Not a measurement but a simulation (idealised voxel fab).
Module name: voxel self aligned vias (process module)
It is cross-section cut that appears here, measuring 270 nm in width, its square cells being 5 nm in size.
If you're reading a cross-section in this doc, picture square cells in a grid; it comes to you as bands, top ones listed first down to the bottom, and a band can be one or more rows of cells. Heads up on the band format: heights come first, top then bottom, in nm. After that it's the materials left to right, each with its width in nm. A single material flagged "everywhere" fills the whole band edge to edge, and "empty" means there's empty space there. Below 0: as-received wafer, all one material; heights counted from there. Lowest band: no bottom, goes on down, written "0 -> down". A two-number width, for instance "30 to 40", indicates that the width is equal to the first number in the top row of the band and to the second number in the bottom row, and that it changes by a constant amount per row of cells. Key: "nothing different" - step with no changed cell in the cross-section. The entry "Enclosed cavity list" lists the empty spaces that cover at least 8 cells and have no open path to the top. Each is written as width x height at distance, where the distance is measured from the left edge and all three values are in nm. Post-settings text on a step line: simulator's own remark regarding the step. The setting "overlay nm" may be written on the line of a step. When the step uses a mask, the value reports how far to the right of the planned place the mask lay, and a negative value reports that it lay to the left.

[Planned process steps]
1,RECEIVE, material Si
2,CONFORMAL_DEP, material SiO2, thk nm 15
3,CONFORMAL_DEP, material SiCN, thk nm 5
4,DIRECTIONAL_DEP, material SiO2, thk nm 30
5,PATTERN, tone open, mask id LINES, material resist, width nm 25, pitch nm 50, thk nm 15, overlay nm 0
6,DIRECTIONAL_ETCH, etch materials SiO2, depth nm 30
7,STRIP, etch materials resist
8,CONFORMAL_DEP, material TiN, thk nm 5
9,FILL_DEP, material Ru, thk nm 10
10,CMP, height nm 50
11,SELECTIVE_ETCH, etch materials W Ru TiN, depth nm 5
12,FILL_DEP, material SiN, thk nm 5
13,CMP, height nm 50
14,DIRECTIONAL_DEP, material SiO2, thk nm 20
15,MASKED_ETCH, tone open, mask id VIAS, width nm 35, pitch nm 100, etch materials SiO2, depth nm 20, overlay nm 0
16,MASKED_ETCH, tone open, mask id VIAS, width nm 35, pitch nm 100, etch materials SiN, depth nm 5, overlay nm 0
17,CONFORMAL_DEP, material TiN, thk nm 5
18,FILL_DEP, material Cu, thk nm 5
19,CMP, height nm 70
20,CONFORMAL_DEP, material SiN, thk nm 5

[Cross-section of the incoming wafer, state after step 1]
    0 -> down  Si everywhere
    Enclosed cavity list: none

[First of two wafers: cross-section at end of module, run per plan]
    75 -> 70  SiN everywhere
    70 -> 55  SiO2=65 / TiN=5 / Cu=25 / TiN=5 / SiO2=65 / TiN=5 / Cu=25 / TiN=5 / SiO2=70
    55 -> 50  SiO2=65 / TiN=10 / Cu=15 / TiN=10 / SiO2=65 / TiN=10 / Cu=15 / TiN=10 / SiO2=70
    50 -> 45  SiO2=70 / TiN=25 / SiO2=25 / SiN=25 / SiO2=25 / TiN=25 / SiO2=75
    45 -> 25  SiO2=70 / TiN=5 / Ru=15 / TiN=5 / SiO2=25 / TiN=5 / Ru=15 / TiN=5 / SiO2=25 / TiN=5 / Ru=15 / TiN=5 / SiO2=75
    25 -> 20  SiO2=70 / TiN=25 / SiO2=25 / TiN=25 / SiO2=25 / TiN=25 / SiO2=75
    20 -> 15  SiCN everywhere
    15 -> 0  SiO2 everywhere
    0 -> down  Si everywhere
    Enclosed cavity list: none

[Same start, same plan as the first wafer - but one mistake in the run. Cross-section of the second of the two at the end of the module]
    75 -> 70  SiN everywhere
    70 -> 55  SiO2=65 / TiN=5 / Cu=25 / TiN=5 / SiO2=65 / TiN=5 / Cu=25 / TiN=5 / SiO2=70
    55 -> 50  SiO2=65 / TiN=10 / Cu=15 / TiN=10 / SiO2=65 / TiN=10 / Cu=15 / TiN=10 / SiO2=70
    50 -> 45  SiO2=70 / TiN=25 / SiO2=25 / SiN=25 / SiO2=25 / TiN=25 / SiO2=75
    45 -> 40  SiO2=70 / TiN=5 / Ru=15 / TiN=5 / SiO2=25 / TiN=5 / Ru=15 / TiN=5 / SiO2=25 / TiN=5 / Ru=15 / TiN=5 / SiO2=75
    40 -> 35  SiO2=70 / TiN=25 / SiO2=25 / TiN=25 / SiO2=25 / TiN=25 / SiO2=75
    35 -> 30  SiCN everywhere
    30 -> 0  SiO2 everywhere
    0 -> down  Si everywhere
    Enclosed cavity list: none
what went wrong: step 2 was run twice
End of process, cell counts, second wafer against first, materials with more or fewer: Ru: 27 fewer, SiO2: 45 more, TiN: 18 fewer
